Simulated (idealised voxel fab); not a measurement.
Process module heading - voxel double patterning
Xsec cut, 250 nm wide, square cell size 5 nm.
A cross-section is written here as square cells arranged in a grid, and it is given in bands from the top down, each band taking up one or more rows of cells. Read a band's entry like this: the first values are the height of its top and the height of its bottom in nm, and what follows is the sequence of materials from left to right, each with its width in nm. Note that "empty" is empty space, and that a single material marked "full width" reaches across the band from edge to edge. Height is counted from the level 0, under which the received wafer is composed throughout of one material. The lowest of the bands is not closed at the bottom but continues downward, in the notation "0 nm and below". Think of "30->40" as a width that walks from the first number to the second as you go down the band, top row to bottom row, taking equal-sized steps from row to row. Key: "stayed the same" - step with no changed cell in the cross-section. Each empty space that has no open way to the top and spans at least 8 cells appears under "Fully enclosed voids" as width x height at distance, the distance counted from the left edge, all in nm. That trailing text on a step's line, after the settings, is the simulator's own remark on the step. Steps that use a mask can have "overlay nm" on their line. It says how far the mask sat to the right of where it was meant to be. Negative means to the left.
# Here's what the planned process steps look like
1 RECEIVE with material Si
2 CONFORMAL_DEP with material SiN, thk nm 5
3 DIRECTIONAL_DEP with material SiO2, thk nm 20
4 DIRECTIONAL_DEP with material SiCN, thk nm 10
5 DIRECTIONAL_DEP with material aC, thk nm 15
6 PATTERN with tone open, mask id FIRST, material resist, width nm 15, pitch nm 50, thk nm 35, overlay nm 0
7 DIRECTIONAL_ETCH with etch materials aC, depth nm 15
8 STRIP with etch materials resist
9 DIRECTIONAL_ETCH with etch materials SiCN, depth nm 10
10 STRIP with etch materials aC
11 MASKED_ETCH with tone open, mask id SECOND, width nm 15, etch materials SiCN, depth nm 10, overlay nm 0
12 DIRECTIONAL_ETCH with etch materials SiO2, depth nm 20
13 STRIP with etch materials SiCN
# Received-state cross-section, reflecting completion of step 1
> 0 nm and below  Si full width
> Fully enclosed voids: none
# Cross-section, first of two wafers, end of module, run as planned
> 25 nm to 5 nm  90 nm SiO2, 15 nm empty, 10 nm SiO2, 15 nm empty, 10 nm SiO2, 15 nm empty, 95 nm SiO2
> 5 nm to 0 nm  SiN full width
> 0 nm and below  Si full width
> Fully enclosed voids: none
# Wafer two, sectioned after the module: the first wafer's start, the first wafer's plan, and one mistake in how it was run
> 25 nm to 5 nm  80 nm SiO2, 15 nm empty, 20 nm SiO2, 30 nm empty, 105 nm SiO2
> 5 nm to 0 nm  SiN full width
> 0 nm and below  Si full width
> Fully enclosed voids: none
what went wrong: step 6 did not happen as planned, as run it was PATTERN with tone open, mask id FIRST, material resist, width nm 15, pitch nm 50, thk nm 35, overlay nm -10
Both wafers, final: cells per material equal; arrangement not.
